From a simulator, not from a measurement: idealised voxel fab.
The name of this process module is voxel self aligned contacts.
The width of the displayed cross-section, cut, is 270 nm; its cells are square, with a size of 5 nm.
Each cross-section below is a grid of square cells, stated as bands in top-down order, with one or more rows of cells making up each band.
Within each band entry, the heights of the top and of the bottom of the band appear first, in that order and in nm; the materials of the band then follow from left to right, each with its corresponding width in nm. The designation "full width" on a single material indicates that it fills the band from edge to edge; the designation "empty" indicates empty space.
Height 0 is the level under which the wafer as received is all one material. The lowest band goes on downwards, as in "0..down".
Think of "30 to 40" as a width that walks from the first number to the second as you go down the band, top row to bottom row, taking equal-sized steps from row to row.
Any step labelled "nothing different" changed none of the cells in the cross-section.
The label "Closed cavity list" introduces a list of the empty spaces, 8 cells or larger, that have no open way up to the top; each entry in it reads width x height at distance, where the distance is taken from the left edge and all three are stated in nm.
after a step's settings: what the simulator itself notes on the step
overlay nm: right-of-plan distance of the mask on a masked step; negative values mean left-of-plan.
**Set out below are the planned steps of the process**
1 op RECEIVE | material Si
2 op OXIDIZE | depth nm 5
3 op DIRECTIONAL_DEP | material polySi | thk nm 25
4 op DIRECTIONAL_DEP | material SiN | thk nm 20
5 op PATTERN | tone cover | mask id GATE | material resist | width nm 25 | pitch nm 70 | thk nm 20 | overlay nm 0
6 op DIRECTIONAL_ETCH | etch materials SiN | depth nm 20
7 op DIRECTIONAL_ETCH | etch materials polySi | depth nm 25
8 op STRIP | etch materials resist
9 op CONFORMAL_DEP | material SiN | thk nm 10
10 op DIRECTIONAL_ETCH | etch materials SiN | depth nm 10
11 op FILL_DEP | material SiO2 | thk nm 10
12 op CMP | height nm 50
13 op PATTERN | tone open | mask id CONTACT | material resist | width nm 55 | pitch nm 70 | thk nm 15 | overlay nm 0
14 op DIRECTIONAL_ETCH | etch materials SiO2 | depth nm 55
15 op STRIP | etch materials resist
16 op CONFORMAL_DEP | material TiN | thk nm 5
17 op FILL_DEP | material W | thk nm 10
18 op CMP | height nm 50
19 op CONFORMAL_DEP | material SiN | thk nm 5
**The cross-section here shows the wafer as received, i.e. in its state after step 1**
> 0..down  Si full width
> Closed cavity list: none
**Looking at the first of two wafers in cross-section at end of module - ran to plan**
> 55..50  SiN full width
> 50..45  SiO2=70, TiN=20, W=15, TiN=20, SiO2=15, TiN=20, W=15, TiN=20, SiO2=75
> 45..25  SiO2=40, SiN=45, TiN=5, W=15, TiN=5, SiN=45, TiN=5, W=15, TiN=5, SiN=45, SiO2=45
> 25..0  SiO2=40, SiN=10, polySi=25, SiN=10, TiN=5, W=15, TiN=5, SiN=10, polySi=25, SiN=10, TiN=5, W=15, TiN=5, SiN=10, polySi=25, SiN=10, SiO2=45
> 0..-5  SiO2=85, TiN=25, SiO2=45, TiN=25, SiO2=90
> -5..down  Si full width
> Closed cavity list: none
**Cross-sectional view: second of two wafers, end of module; start and plan identical to the first, one mistake in running**
> 55..50  SiN full width
> 50..45  SiO2=70, TiN=25, W=10, TiN=20, SiO2=15, TiN=25, W=10, TiN=20, SiO2=75
> 45..25  SiO2=40, SiN=50, TiN=5, W=10, TiN=5, SiN=50, TiN=5, W=10, TiN=5, SiN=50, SiO2=40
> 25..0  SiO2=40, SiN=10, polySi=30, SiN=10, TiN=5, W=10, TiN=5, SiN=10, polySi=30, SiN=10, TiN=5, W=10, TiN=5, SiN=10, polySi=30, SiN=10, SiO2=40
> 0..-5  SiO2=90, TiN=20, SiO2=50, TiN=20, SiO2=90
> -5..down  Si full width
> Closed cavity list: none
Here's what went sideways: step 5 ran as: op PATTERN | tone cover | mask id GATE | material resist | width nm 30 | pitch nm 70 | thk nm 20 | overlay nm 0
At the finish, the second wafer shows more or fewer cells for some materials than the first does: SiN: 12 more | SiO2: 7 fewer | W: 20 fewer | polySi: 15 more
